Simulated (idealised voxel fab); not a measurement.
The name of this process module is voxel air gaps.
It is cross-section cut that appears here, measuring 165 nm in width, its square cells being 5 nm in size.
Square cells in a grid make up a cross-section in this document, and the grid is given as bands, listed from the top down, each one or more rows of cells. It is stipulated that each band's entry specify, in nanometres, the height of the top of the band and then that of its bottom, followed by the materials of the band in left-to-right sequence, each together with its width in nanometres. A single material marked by the word "everywhere" is understood to fill the band from edge to edge; the word "empty" is understood to denote empty space. Convention: height 0 is the level below which the wafer, as received, is all one material. The lowest band does not terminate at the bottom but continues downward, represented as "0..down". Read "30->40" as a graded width: first number on top, second number at the bottom, same change between each pair of neighbouring rows. The designation "all unchanged", where it is given for a processing step, indicates that no cell of the cross-section was altered in the course of that step. Each empty space that has no open way to the top and spans at least 8 cells appears under "Unvented cavities" as width x height at distance, the distance counted from the left edge, all in nm. Anything after a step's settings on that line? It's the simulator's own note about the step. overlay nm: how far to the right of its planned place the mask lay on this masked step (negative: to the left).

[Planned process steps]
step 1: RECEIVE (material Si)
step 2: CONFORMAL_DEP (material SiO2; thk nm 15)
step 3: CONFORMAL_DEP (material SiCN; thk nm 5)
step 4: DIRECTIONAL_DEP (material lowk; thk nm 30)
step 5: DIRECTIONAL_DEP (material aC; thk nm 10)
step 6: PATTERN (tone open; mask id LINES; material resist; width nm 20; pitch nm 45; thk nm 25; overlay nm 0)
step 7: DIRECTIONAL_ETCH (etch materials aC; depth nm 10)
step 8: STRIP (etch materials resist)
step 9: DIRECTIONAL_ETCH (etch materials lowk; depth nm 30)
step 10: STRIP (etch materials aC)
step 11: CONFORMAL_DEP (material TiN; thk nm 5)
step 12: FILL_DEP (material Ru; thk nm 5)
step 13: CMP (height nm 50)
step 14: EPI (material Ru; thk nm 10)
step 15: SELECTIVE_ETCH (etch materials lowk; depth nm 40)
step 16: CONFORMAL_DEP (material SiCN; thk nm 5)

[This is the cross-section of the wafer as we received it, i.e. after step 1]
	0..down = Si everywhere
	Unvented cavities: none

[Below is the wafer in cross-section after the module was completed. It began from the starting point shown above and followed the plan shown above, except that one mistake was made while running it]
	65..60 = 5 empty | 150 SiCN | 10 empty
	60..50 = 5 empty | 5 SiCN | 140 Ru | 5 SiCN | 10 empty
	50..45 = 5 empty | 15 SiCN | 5 TiN | 20 Ru | 5 TiN | 15 lowk | 5 TiN | 20 Ru | 5 TiN | 15 lowk | 5 TiN | 20 Ru | 5 TiN | 15 SiCN | 10 empty
	45..25 = 15 empty | 5 SiCN | 5 TiN | 20 Ru | 5 TiN | 15 lowk | 5 TiN | 20 Ru | 5 TiN | 15 lowk | 5 TiN | 20 Ru | 5 TiN | 5 SiCN | 20 empty
	25..20 = 20 SiCN | 30 TiN | 15 lowk | 30 TiN | 15 lowk | 30 TiN | 25 SiCN
	20..15 = SiCN everywhere
	15..0 = SiO2 everywhere
	0..down = Si everywhere
	Unvented cavities: none
Which mistake was made when the wafer was run? not per plan at step 6, really ran PATTERN (tone open; mask id LINES; material resist; width nm 30; pitch nm 45; thk nm 25; overlay nm 0)
